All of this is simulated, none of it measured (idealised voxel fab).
A process module follows: voxel wiring stack.
Cross-section cut: width 275 nm, square cells of 5 nm.
Square cells in a grid make up a cross-section in this document, and the grid is given as bands, listed from the top down, each one or more rows of cells.
It is stipulated that each band's entry specify, in nanometres, the height of the top of the band and then that of its bottom, followed by the materials of the band in left-to-right sequence, each together with its width in nanometres. A single material marked by the word "full width" is understood to fill the band from edge to edge; the word "blank" is understood to denote empty space.
Height datum 0, below which the as-received substrate wafer is one material. Lowest band open at the bottom, running downward: "0 and below".
Top row gets the first number, bottom row gets the second, and each row in between changes by the same step: that is how a band width like "30 to 40" works.
A step reported as "nothing got changed" is a step in which no cell of the cross-section changed.
Entry "Internal closed voids". Content: empty spaces with no open connection to the top, size 8 cells or greater. Each: width x height at distance. Distance: from left edge. Unit: nm.
The remark found on a step's line after its settings is issued by the simulator itself and pertains to that step.
You can add "overlay nm" to a step's line. For a step with a mask, it describes how far the mask lay to the right of its planned position, and a negative number describes a lay to the left.
### These are the steps we planned for the process
step 1: RECEIVE [material Si]
step 2: CONFORMAL_DEP [material SiO2] [thk nm 15]
step 3: DIRECTIONAL_DEP [material TiN] [thk nm 5]
step 4: DIRECTIONAL_DEP [material Ru] [thk nm 25]
step 5: DIRECTIONAL_DEP [material aC] [thk nm 15]
step 6: PATTERN [tone cover] [mask id METAL_1] [material resist] [width nm 20] [pitch nm 40] [thk nm 30] [overlay nm 0]
step 7: DIRECTIONAL_ETCH [etch materials aC] [depth nm 15]
step 8: STRIP [etch materials resist]
step 9: DIRECTIONAL_ETCH [etch materials Ru] [depth nm 25]
step 10: DIRECTIONAL_ETCH [etch materials TiN] [depth nm 5]
step 11: STRIP [etch materials aC]
step 12: FILL_DEP [material SiO2] [thk nm 5]
step 13: CMP [height nm 45]
step 14: CONFORMAL_DEP [material SiCN] [thk nm 5]
step 15: DIRECTIONAL_DEP [material lowk] [thk nm 30]
step 16: PATTERN [tone open] [mask id METAL_2_HOLES] [material resist] [width nm 15] [pitch nm 80] [thk nm 15] [overlay nm 0]
step 17: DIRECTIONAL_ETCH [etch materials lowk] [depth nm 30]
step 18: STRIP [etch materials resist]
step 19: PATTERN [tone open] [mask id METAL_2] [material resist] [width nm 20] [pitch nm 40] [thk nm 15] [overlay nm 0]
step 20: DIRECTIONAL_ETCH [etch materials lowk] [depth nm 20]
step 21: DIRECTIONAL_ETCH [etch materials SiCN] [depth nm 5]
step 22: STRIP [etch materials resist]
step 23: CONFORMAL_DEP [material TiN] [thk nm 5]
step 24: FILL_DEP [material Ru] [thk nm 5]
step 25: CMP [height nm 80]
step 26: CONFORMAL_DEP [material SiCN] [thk nm 5]
step 27: DIRECTIONAL_DEP [material SiO2] [thk nm 35]
step 28: DIRECTIONAL_DEP [material aC] [thk nm 10]
step 29: PATTERN [tone open] [mask id METAL_3] [material resist] [width nm 20] [pitch nm 40] [thk nm 30] [overlay nm 0]
step 30: DIRECTIONAL_ETCH [etch materials aC] [depth nm 10]
step 31: STRIP [etch materials resist]
step 32: DIRECTIONAL_ETCH [etch materials SiO2] [depth nm 20]
step 33: STRIP [etch materials aC]
step 34: MASKED_ETCH [tone open] [mask id METAL_3_HOLES] [width nm 15] [pitch nm 80] [etch materials SiO2] [depth nm 15] [overlay nm 0]
step 35: MASKED_ETCH [tone open] [mask id METAL_3_HOLES] [width nm 15] [pitch nm 80] [etch materials SiCN] [depth nm 5] [overlay nm 0]
step 36: CONFORMAL_DEP [material TiN] [thk nm 5]
step 37: FILL_DEP [material Cu] [thk nm 10]
step 38: CMP [height nm 120]
step 39: CONFORMAL_DEP [material SiN] [thk nm 5]
### Wafer cross-section on receipt, i.e. after step 1
0 and below | Si full width
Internal closed voids: none
### The cross-section shown corresponds to the wafer at the conclusion of the module. The initial structure and the process plan are those presented above; however, one mistake occurred in executing the plan
125 down to 120 | SiN full width
120 down to 90 | SiO2: 65, then TiN: 5, then Cu: 10, then TiN: 5, then SiO2: 20, then TiN: 5, then Cu: 10, then TiN: 5, then SiO2: 20, then TiN: 5, then Cu: 10, then TiN: 5, then SiO2: 20, then TiN: 5, then Cu: 10, then TiN: 5, then SiO2: 70
90 down to 85 | SiO2: 65, then TiN: 5, then Cu: 5, then TiN: 10, then SiO2: 20, then TiN: 20, then SiO2: 20, then TiN: 5, then Cu: 5, then TiN: 10, then SiO2: 20, then TiN: 20, then SiO2: 70
85 down to 80 | SiCN: 65, then TiN: 15, then SiCN: 65, then TiN: 15, then SiCN: 115
80 down to 65 | lowk: 65, then TiN: 5, then Ru: 10, then TiN: 5, then lowk: 20, then TiN: 5, then Ru: 10, then TiN: 5, then lowk: 20, then TiN: 5, then Ru: 10, then TiN: 5, then lowk: 20, then TiN: 5, then Ru: 10, then TiN: 5, then lowk: 70
65 down to 60 | lowk: 65, then TiN: 5, then Ru: 5, then TiN: 10, then lowk: 20, then TiN: 20, then lowk: 20, then TiN: 5, then Ru: 5, then TiN: 10, then lowk: 20, then TiN: 20, then lowk: 70
60 down to 50 | lowk: 65, then TiN: 5, then Ru: 5, then TiN: 5, then lowk: 65, then TiN: 5, then Ru: 5, then TiN: 5, then lowk: 115
50 down to 45 | SiCN: 65, then TiN: 15, then SiCN: 65, then TiN: 15, then SiCN: 115
45 down to 20 | SiO2: 65, then Ru: 20, then SiO2: 20, then Ru: 20, then SiO2: 20, then Ru: 20, then SiO2: 20, then Ru: 20, then SiO2: 70
20 down to 15 | SiO2: 65, then TiN: 20, then SiO2: 20, then TiN: 20, then SiO2: 20, then TiN: 20, then SiO2: 20, then TiN: 20, then SiO2: 70
15 down to 0 | SiO2 full width
0 and below | Si full width
Internal closed voids: none
Nonconformance to the process plan: yeah, plan step 32 got run twice
